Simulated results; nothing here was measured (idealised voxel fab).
process module | voxel transistor to metal
cross-section cut | 260 nm wide | cells 5 nm
A cross-section is a grid of square cells, given in bands from the top down. A band is one or more rows of cells.
Each band's line starts with the height of the band's top and of its bottom, in nm. Then come its materials from left to right, each with its width in nm. One material with "throughout" fills the band from edge to edge. "air" is empty space.
Height 0 is the level under which the wafer as received is all one material. The lowest band goes on downwards, as in "0 down".
A width such as "30 to 40" changes by the same amount from each row of cells to the next, from the band's top row to its bottom row.
"no change" after a step means that no cell of the cross-section changed.
closed voids: empty space of 8 cells or more with no open way to the top, each as width x height at its distance from the left edge, in nm
after a step's settings: what the simulator itself notes on the step
overlay nm, on a step with a mask: how far to the right of its planned place the mask lay; to the left if negative
plan
1 op RECEIVE | material Si
2 op CONFORMAL_DEP | material SiO2 | thk nm 5
3 op CONFORMAL_DEP | material SiN | thk nm 15
4 op DIRECTIONAL_DEP | material aC | thk nm 15
5 op PATTERN | tone cover | mask id ACTIVE | material resist | width nm 100 | pitch nm 130 | thk nm 30 | overlay nm 0
6 op DIRECTIONAL_ETCH | etch materials aC | depth nm 15
7 op STRIP | etch materials resist
8 op DIRECTIONAL_ETCH | etch materials SiN | depth nm 15
9 op DIRECTIONAL_ETCH | etch materials SiO2 | depth nm 5
10 op DIRECTIONAL_ETCH | etch materials Si | depth nm 25
11 op STRIP | etch materials aC
12 op FILL_DEP | material SiO2 | thk nm 15
13 op CMP | height nm 20
14 op SELECTIVE_ETCH | etch materials SiO2 | depth nm 15
15 op STRIP | etch materials SiN
16 op SELECTIVE_ETCH | etch materials SiO2 | depth nm 5
17 op OXIDIZE | depth nm 5
18 op DIRECTIONAL_DEP | material polySi | thk nm 20
19 op DIRECTIONAL_DEP | material SiCN | thk nm 15
20 op PATTERN | tone cover | mask id GATE | material resist | width nm 20 | pitch nm 130 | thk nm 20 | overlay nm 0
21 op DIRECTIONAL_ETCH | etch materials SiCN | depth nm 25
22 op DIRECTIONAL_ETCH | etch materials polySi | depth nm 30
23 op STRIP | etch materials resist
24 op CONFORMAL_DEP | material SiO2 | thk nm 5
25 op DIRECTIONAL_ETCH | etch materials SiO2 | depth nm 5
26 op CONFORMAL_DEP | material SiN | thk nm 10
27 op DIRECTIONAL_ETCH | etch materials SiN | depth nm 10
28 op DIRECTIONAL_ETCH | etch materials SiO2 | depth nm 5
29 op DIRECTIONAL_ETCH | etch materials Si | depth nm 10
30 op EPI | material SiGe | thk nm 15
31 op FILL_DEP | material SiO2 | thk nm 5
32 op CMP | height nm 35
33 op DIRECTIONAL_DEP | material SiO2 | thk nm 10
34 op DIRECTIONAL_DEP | material aC | thk nm 15
35 op PATTERN | tone open | mask id CONTACT | material resist | width nm 15 | pitch nm 65 | thk nm 35 | overlay nm 0
36 op DIRECTIONAL_ETCH | etch materials aC | depth nm 15
37 op STRIP | etch materials resist
38 op DIRECTIONAL_ETCH | etch materials SiO2 | depth nm 35
39 op STRIP | etch materials aC
40 op CONFORMAL_DEP | material TiN | thk nm 5
41 op FILL_DEP | material W | thk nm 5
42 op CMP | height nm 45
43 op DIRECTIONAL_DEP | material TiN | thk nm 5
44 op DIRECTIONAL_DEP | material W | thk nm 15
45 op DIRECTIONAL_DEP | material aC | thk nm 10
46 op PATTERN | tone cover | mask id METAL_1 | material resist | width nm 15 | pitch nm 65 | thk nm 25 | overlay nm 0
47 op DIRECTIONAL_ETCH | etch materials aC | depth nm 10
48 op STRIP | etch materials resist
49 op DIRECTIONAL_ETCH | etch materials W | depth nm 15
50 op DIRECTIONAL_ETCH | etch materials TiN | depth nm 5
51 op STRIP | etch materials aC
52 op CONFORMAL_DEP | material SiCN | thk nm 5
53 op FILL_DEP | material lowk | thk nm 5
54 op CMP | height nm 65
55 op CONFORMAL_DEP | material SiCN | thk nm 5
56 op DIRECTIONAL_DEP | material lowk | thk nm 35
57 op DIRECTIONAL_DEP | material aC | thk nm 10
58 op PATTERN | tone open | mask id METAL_2 | material resist | width nm 15 | pitch nm 130 | thk nm 25 | overlay nm 0
59 op DIRECTIONAL_ETCH | etch materials aC | depth nm 10
60 op STRIP | etch materials resist
61 op DIRECTIONAL_ETCH | etch materials lowk | depth nm 20
62 op STRIP | etch materials aC
63 op MASKED_ETCH | tone open | mask id METAL_2_HOLES | width nm 15 | pitch nm 130 | etch materials lowk | depth nm 15 | overlay nm 0
64 op MASKED_ETCH | tone open | mask id METAL_2_HOLES | width nm 15 | pitch nm 130 | etch materials SiCN | depth nm 5 | overlay nm 0
65 op CONFORMAL_DEP | material TiN | thk nm 5
66 op FILL_DEP | material Cu | thk nm 5
67 op CMP | height nm 105
68 op CONFORMAL_DEP | material SiN | thk nm 5
as received, after step 1
  0 down: Si throughout
  closed voids: none
first wafer at the end, as planned
  110 to 105: SiN throughout
  105 to 70: lowk 25 | TiN 5 | Cu 5 | TiN 5 | lowk 115 | TiN 5 | Cu 5 | TiN 5 | lowk 90
  70 to 65: SiCN 25 | TiN 15 | SiCN 115 | TiN 15 | SiCN 90
  65 to 50: lowk 20 | SiCN 5 | W 15 | SiCN 5 | lowk 40 | SiCN 5 | W 15 | SiCN 5 | lowk 40 | SiCN 5 | W 15 | SiCN 5 | lowk 40 | SiCN 5 | W 15 | SiCN 5 | lowk 20
  50 to 45: SiCN 25 | TiN 15 | SiCN 50 | TiN 15 | SiCN 50 | TiN 15 | SiCN 50 | TiN 15 | SiCN 25
  45 to 35: SiO2 25 | TiN 5 | W 5 | TiN 5 | SiO2 50 | TiN 5 | W 5 | TiN 5 | SiO2 50 | TiN 5 | W 5 | TiN 5 | SiO2 50 | TiN 5 | W 5 | TiN 5 | SiO2 25
  35 to 20: SiO2 25 | TiN 5 | W 5 | TiN 5 | SiN 10 | SiO2 5 | SiCN 20 | SiO2 5 | SiN 10 | TiN 5 | W 5 | TiN 5 | SiO2 50 | TiN 5 | W 5 | TiN 5 | SiN 10 | SiO2 5 | SiCN 20 | SiO2 5 | SiN 10 | TiN 5 | W 5 | TiN 5 | SiO2 25
  20 to 15: SiO2 25 | TiN 5 | W 5 | TiN 5 | SiN 10 | SiO2 5 | polySi 20 | SiO2 5 | SiN 10 | TiN 5 | W 5 | TiN 5 | SiO2 50 | TiN 5 | W 5 | TiN 5 | SiN 10 | SiO2 5 | polySi 20 | SiO2 5 | SiN 10 | TiN 5 | W 5 | TiN 5 | SiO2 25
  15 to 10: SiO2 25 | TiN 15 | SiN 10 | SiO2 5 | polySi 20 | SiO2 5 | SiN 10 | TiN 15 | SiO2 50 | TiN 15 | SiN 10 | SiO2 5 | polySi 20 | SiO2 5 | SiN 10 | TiN 15 | SiO2 25
  10 to 0: SiO2 25 | SiGe 15 | SiN 10 | SiO2 5 | polySi 20 | SiO2 5 | SiN 10 | SiGe 15 | SiO2 50 | SiGe 15 | SiN 10 | SiO2 5 | polySi 20 | SiO2 5 | SiN 10 | SiGe 15 | SiO2 25
  0 to -5: SiO2 10 | SiGe 30 | SiO2 50 | SiGe 30 | SiO2 20 | SiGe 30 | SiO2 50 | SiGe 30 | SiO2 10
  -5 to -15: SiO2 15 | SiGe 25 | Si 50 | SiGe 25 | SiO2 30 | SiGe 25 | Si 50 | SiGe 25 | SiO2 15
  -15 to -25: SiO2 15 | Si 100 | SiO2 30 | Si 100 | SiO2 15
  -25 down: Si throughout
  closed voids: none
second wafer at the end: like start, like plan, one mistake
  110 to 105: SiN throughout
  105 to 70: lowk 25 | TiN 5 | Cu 5 | TiN 5 | lowk 115 | TiN 5 | Cu 5 | TiN 5 | lowk 90
  70 to 65: SiCN 25 | TiN 15 | SiCN 115 | TiN 15 | SiCN 90
  65 to 50: lowk 25 | SiCN 5 | W 15 | SiCN 5 | lowk 40 | SiCN 5 | W 15 | SiCN 5 | lowk 40 | SiCN 5 | W 15 | SiCN 5 | lowk 40 | SiCN 5 | W 15 | SiCN 5 | lowk 15
  50 to 45: SiCN 30 | TiN 15 | SiCN 50 | TiN 15 | SiCN 50 | TiN 15 | SiCN 50 | TiN 15 | SiCN 20
  45 to 35: SiO2 25 | TiN 5 | W 5 | TiN 5 | SiO2 50 | TiN 5 | W 5 | TiN 5 | SiO2 50 | TiN 5 | W 5 | TiN 5 | SiO2 50 | TiN 5 | W 5 | TiN 5 | SiO2 25
  35 to 20: SiO2 25 | TiN 5 | W 5 | TiN 5 | SiN 10 | SiO2 5 | SiCN 20 | SiO2 5 | SiN 10 | TiN 5 | W 5 | TiN 5 | SiO2 50 | TiN 5 | W 5 | TiN 5 | SiN 10 | SiO2 5 | SiCN 20 | SiO2 5 | SiN 10 | TiN 5 | W 5 | TiN 5 | SiO2 25
  20 to 15: SiO2 25 | TiN 5 | W 5 | TiN 5 | SiN 10 | SiO2 5 | polySi 20 | SiO2 5 | SiN 10 | TiN 5 | W 5 | TiN 5 | SiO2 50 | TiN 5 | W 5 | TiN 5 | SiN 10 | SiO2 5 | polySi 20 | SiO2 5 | SiN 10 | TiN 5 | W 5 | TiN 5 | SiO2 25
  15 to 10: SiO2 25 | TiN 15 | SiN 10 | SiO2 5 | polySi 20 | SiO2 5 | SiN 10 | TiN 15 | SiO2 50 | TiN 15 | SiN 10 | SiO2 5 | polySi 20 | SiO2 5 | SiN 10 | TiN 15 | SiO2 25
  10 to 0: SiO2 25 | SiGe 15 | SiN 10 | SiO2 5 | polySi 20 | SiO2 5 | SiN 10 | SiGe 15 | SiO2 50 | SiGe 15 | SiN 10 | SiO2 5 | polySi 20 | SiO2 5 | SiN 10 | SiGe 15 | SiO2 25
  0 to -5: SiO2 10 | SiGe 30 | SiO2 50 | SiGe 30 | SiO2 20 | SiGe 30 | SiO2 50 | SiGe 30 | SiO2 10
  -5 to -15: SiO2 15 | SiGe 25 | Si 50 | SiGe 25 | SiO2 30 | SiGe 25 | Si 50 | SiGe 25 | SiO2 15
  -15 to -25: SiO2 15 | Si 100 | SiO2 30 | Si 100 | SiO2 15
  -25 down: Si throughout
  closed voids: none
what went wrong: step 46 ran as: op PATTERN | tone cover | mask id METAL_1 | material resist | width nm 15 | pitch nm 65 | thk nm 25 | overlay nm 5
at the end the second wafer has, in cells: as many of each material as the first, in other places
